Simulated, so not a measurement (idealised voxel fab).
Process module, titled voxel fin reveal
Square cell edge 5 nm, section width 275 nm, ID cut.
A cross-section is written here as square cells arranged in a grid, and it is given in bands from the top down, each band taking up one or more rows of cells.
The band entry comprises the height of the band's top followed by the height of its bottom, expressed in nm, and subsequently the band's materials from left to right, each stated together with its width in nm. Where a single material is marked with the word "edge to edge", that material fills the band from edge to edge. The word "empty" represents empty space.
Measure heights from 0. That's the level where, below it, the as-received wafer is all one material. The lowest band is bottomless and extends downward; write it as in "0 and below".
Think of "30->40" as a width that walks from the first number to the second as you go down the band, top row to bottom row, taking equal-sized steps from row to row.
Key: "no alterations made" - step with no changed cell in the cross-section.
The label "Non-vented voids" introduces a list of the empty spaces, 8 cells or larger, that have no open way up to the top; each entry in it reads width x height at distance, where the distance is taken from the left edge and all three are stated in nm.
What comes after the settings on a step's line is commentary from the simulator itself on that step.
The "overlay nm" setting may appear on a step's line; for a step that uses a mask, it gives how far to the right of its planned position the mask lay, and a negative value indicates the left.
PLANNED PROCESS STEPS
1 RECEIVE,material Si
2 CONFORMAL_DEP,material SiN,thk nm 5
3 PATTERN,tone cover,mask id FINS,material resist,width nm 15,pitch nm 35,thk nm 15,overlay nm 0
4 DIRECTIONAL_ETCH,etch materials SiN,depth nm 5
5 DIRECTIONAL_ETCH,etch materials Si,depth nm 40
6 STRIP,etch materials resist
7 FILL_DEP,material SiO2,thk nm 10
8 CMP,height nm 5
9 SELECTIVE_ETCH,etch materials SiO2,depth nm 25
10 STRIP,etch materials SiN
11 CONFORMAL_DEP,material HfO2,thk nm 5
CROSS-SECTION OF THE WAFER AS IT CAME TO US, I.E., ALREADY THROUGH STEP 1
    0 and below | Si edge to edge
    Non-vented voids: none
FIRST WAFER AT THE END, AS PLANNED
    5 down to 0 | 70 of empty; 25 of HfO2; 10 of empty; 25 of HfO2; 10 of empty; 25 of HfO2; 10 of empty; 25 of HfO2; 75 of empty
    0 down to -15 | 70 of empty; 5 of HfO2; 15 of Si; 5 of HfO2; 10 of empty; 5 of HfO2; 15 of Si; 5 of HfO2; 10 of empty; 5 of HfO2; 15 of Si; 5 of HfO2; 10 of empty; 5 of HfO2; 15 of Si; 5 of HfO2; 75 of empty
    -15 down to -20 | 75 of HfO2; 15 of Si; 20 of HfO2; 15 of Si; 20 of HfO2; 15 of Si; 20 of HfO2; 15 of Si; 80 of HfO2
    -20 down to -40 | 75 of SiO2; 15 of Si; 20 of SiO2; 15 of Si; 20 of SiO2; 15 of Si; 20 of SiO2; 15 of Si; 80 of SiO2
    -40 and below | Si edge to edge
    Non-vented voids: none
HERE'S THE SECOND OF OUR TWO WAFERS SECTIONED AT MODULE END. SAME START AS THE FIRST, SAME PLAN, BUT ONE MISTAKE GOT MADE RUNNING IT
    5 down to 0 | 70 of empty; 25 of HfO2; 10 of empty; 25 of HfO2; 10 of empty; 25 of HfO2; 10 of empty; 25 of HfO2; 75 of empty
    0 down to -15 | 70 of empty; 5 of HfO2; 15 of Si; 5 of HfO2; 10 of empty; 5 of HfO2; 15 of Si; 5 of HfO2; 10 of empty; 5 of HfO2; 15 of Si; 5 of HfO2; 10 of empty; 5 of HfO2; 15 of Si; 5 of HfO2; 75 of empty
    -15 down to -20 | 75 of HfO2; 15 of Si; 20 of HfO2; 15 of Si; 20 of HfO2; 15 of Si; 20 of HfO2; 15 of Si; 80 of HfO2
    -20 down to -80 | 75 of SiO2; 15 of Si; 20 of SiO2; 15 of Si; 20 of SiO2; 15 of Si; 20 of SiO2; 15 of Si; 80 of SiO2
    -80 and below | Si edge to edge
    Non-vented voids: none
Deviation noted in wafer processing: plan step 5 was twice executed
Cell-count delta at end, second wafer over first, by material: Si -344 | SiO2 +344
